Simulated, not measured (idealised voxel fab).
The document below concerns the process module designated voxel wiring stack.
Cross-section cut spans 285 nm and uses square cells 5 nm in size.
For the purposes of this document, a cross-section shall be understood as a grid of square cells, specified as bands listed in top-to-bottom order, each band consisting of one or more rows of cells. Heights first: top, then bottom, in nm. Then materials, left to right, each with a width in nm. "throughout" on a single material: fills the band edge to edge. "blank": empty space. Zero point of the height axis is 0; under it, received wafer = one material. Lowest band: continues down indefinitely, "0 down". With a width like "30 to 40", each row of cells in the band differs from the next by the same amount, the top row carrying the first number and the bottom row the second. Where the words "same as before" appear for a step, the cross-section shows no cell changed by that step; every cell remained as before. "Voids, sealed" lists enclosed empty spaces (at least 8 cells, no open path upward to the top), each as width x height at distance from the left edge, in nm. The remark found on a step's line after its settings is issued by the simulator itself and pertains to that step. "overlay nm", when on a step's line for a step with a mask, measures how far to the right of its planned place the mask lay; a negative measure means to the left.
Below is the list of planned process steps
1 RECEIVE | material Si
2 CONFORMAL_DEP | material SiO2 | thk nm 15
3 CONFORMAL_DEP | material SiCN | thk nm 5
4 DIRECTIONAL_DEP | material lowk | thk nm 25
5 MASKED_ETCH | tone open | mask id METAL_1 | width nm 25 | pitch nm 50 | etch materials lowk | depth nm 25 | overlay nm 0
6 MASKED_ETCH | tone open | mask id METAL_1 | width nm 25 | pitch nm 50 | etch materials SiCN | depth nm 5 | overlay nm 0
7 CONFORMAL_DEP | material TiN | thk nm 5
8 FILL_DEP | material Cu | thk nm 10
9 CMP | height nm 45
10 CONFORMAL_DEP | material SiCN | thk nm 5
11 DIRECTIONAL_DEP | material lowk | thk nm 15
12 DIRECTIONAL_DEP | material aC | thk nm 10
13 PATTERN | tone open | mask id PLUG_1 | material resist | width nm 15 | pitch nm 50 | thk nm 25 | overlay nm 0
14 DIRECTIONAL_ETCH | etch materials aC | depth nm 10
15 STRIP | etch materials resist
16 DIRECTIONAL_ETCH | etch materials lowk | depth nm 15
17 DIRECTIONAL_ETCH | etch materials SiCN | depth nm 5
18 STRIP | etch materials aC
19 CONFORMAL_DEP | material TiN | thk nm 5
20 FILL_DEP | material Cu | thk nm 5
21 CMP | height nm 65
22 CONFORMAL_DEP | material SiCN | thk nm 5
23 DIRECTIONAL_DEP | material SiO2 | thk nm 25
24 DIRECTIONAL_DEP | material aC | thk nm 15
25 PATTERN | tone open | mask id METAL_2 | material resist | width nm 25 | pitch nm 50 | thk nm 30 | overlay nm 0
26 DIRECTIONAL_ETCH | etch materials aC | depth nm 15
27 STRIP | etch materials resist
28 DIRECTIONAL_ETCH | etch materials SiO2 | depth nm 25
29 DIRECTIONAL_ETCH | etch materials SiCN | depth nm 5
30 STRIP | etch materials aC
31 CONFORMAL_DEP | material TiN | thk nm 5
32 FILL_DEP | material Cu | thk nm 10
33 CMP | height nm 95
34 EPI | material Ru | thk nm 5
35 FILL_DEP | material SiCN | thk nm 5
36 DIRECTIONAL_DEP | material SiO2 | thk nm 30
37 MASKED_ETCH | tone open | mask id METAL_3_HOLES | width nm 15 | pitch nm 50 | etch materials SiO2 | depth nm 30 | overlay nm 0
38 DIRECTIONAL_DEP | material aC | thk nm 15
39 PATTERN | tone open | mask id METAL_3 | material resist | width nm 25 | pitch nm 50 | thk nm 30 | overlay nm 0
40 DIRECTIONAL_ETCH | etch materials aC | depth nm 15
41 STRIP | etch materials resist
42 DIRECTIONAL_ETCH | etch materials SiO2 | depth nm 20
43 DIRECTIONAL_ETCH | etch materials SiCN | depth nm 5
44 STRIP | etch materials aC
45 CONFORMAL_DEP | material TiN | thk nm 5
46 FILL_DEP | material Cu | thk nm 10
47 CMP | height nm 135
48 CONFORMAL_DEP | material SiCN | thk nm 5
Cross-section of the wafer at receipt, which is the condition after step 1
    0 down | Si throughout
    Voids, sealed: none
Here's the wafer cut in cross-section after the module, started and planned just like above, except one thing was done wrong in the run
    140 to 135 | SiCN throughout
    135 to 120 | SiO2 55 nm, TiN 5 nm, Cu 15 nm, TiN 5 nm, SiO2 25 nm, TiN 5 nm, Cu 15 nm, TiN 5 nm, SiO2 25 nm, TiN 5 nm, Cu 15 nm, TiN 5 nm, SiO2 25 nm, TiN 5 nm, Cu 15 nm, TiN 5 nm, SiO2 55 nm
    120 to 115 | SiO2 55 nm, TiN 5 nm, Cu 5 nm, TiN 15 nm, SiO2 25 nm, TiN 5 nm, Cu 5 nm, TiN 15 nm, SiO2 25 nm, TiN 5 nm, Cu 5 nm, TiN 15 nm, SiO2 25 nm, TiN 5 nm, Cu 5 nm, TiN 15 nm, SiO2 55 nm
    115 to 105 | SiO2 55 nm, TiN 5 nm, Cu 5 nm, TiN 5 nm, SiO2 35 nm, TiN 5 nm, Cu 5 nm, TiN 5 nm, SiO2 35 nm, TiN 5 nm, Cu 5 nm, TiN 5 nm, SiO2 35 nm, TiN 5 nm, Cu 5 nm, TiN 5 nm, SiO2 65 nm
    105 to 100 | SiCN 55 nm, TiN 15 nm, SiCN 35 nm, TiN 15 nm, SiCN 35 nm, TiN 15 nm, SiCN 35 nm, TiN 15 nm, SiCN 65 nm
    100 to 95 | SiCN 50 nm, Ru 35 nm, SiCN 15 nm, Ru 35 nm, SiCN 15 nm, Ru 35 nm, SiCN 15 nm, Ru 35 nm, SiCN 50 nm
    95 to 70 | SiO2 55 nm, TiN 5 nm, Cu 15 nm, TiN 5 nm, SiO2 25 nm, TiN 5 nm, Cu 15 nm, TiN 5 nm, SiO2 25 nm, TiN 5 nm, Cu 15 nm, TiN 5 nm, SiO2 25 nm, TiN 5 nm, Cu 15 nm, TiN 5 nm, SiO2 55 nm
    70 to 60 | SiCN 55 nm, TiN 25 to 15 nm, SiCN 25 to 35 nm, TiN 25 to 15 nm, SiCN 25 to 35 nm, TiN 25 to 15 nm, SiCN 25 to 35 nm, TiN 25 to 15 nm, SiCN 55 to 65 nm
    60 to 50 | Cu throughout
    50 to 45 | TiN 60 nm, Cu 15 nm, TiN 35 nm, Cu 15 nm, TiN 35 nm, Cu 15 nm, TiN 35 nm, Cu 15 nm, TiN 60 nm
    45 to 20 | lowk 55 nm, TiN 5 nm, Cu 15 nm, TiN 5 nm, lowk 25 nm, TiN 5 nm, Cu 15 nm, TiN 5 nm, lowk 25 nm, TiN 5 nm, Cu 15 nm, TiN 5 nm, lowk 25 nm, TiN 5 nm, Cu 15 nm, TiN 5 nm, lowk 55 nm
    20 to 15 | SiCN 55 nm, TiN 25 nm, SiCN 25 nm, TiN 25 nm, SiCN 25 nm, TiN 25 nm, SiCN 25 nm, TiN 25 nm, SiCN 55 nm
    15 to 0 | SiO2 throughout
    0 down | Si throughout
    Voids, sealed: none
Plan not followed: step 9 in the plan did not get run; it was skipped
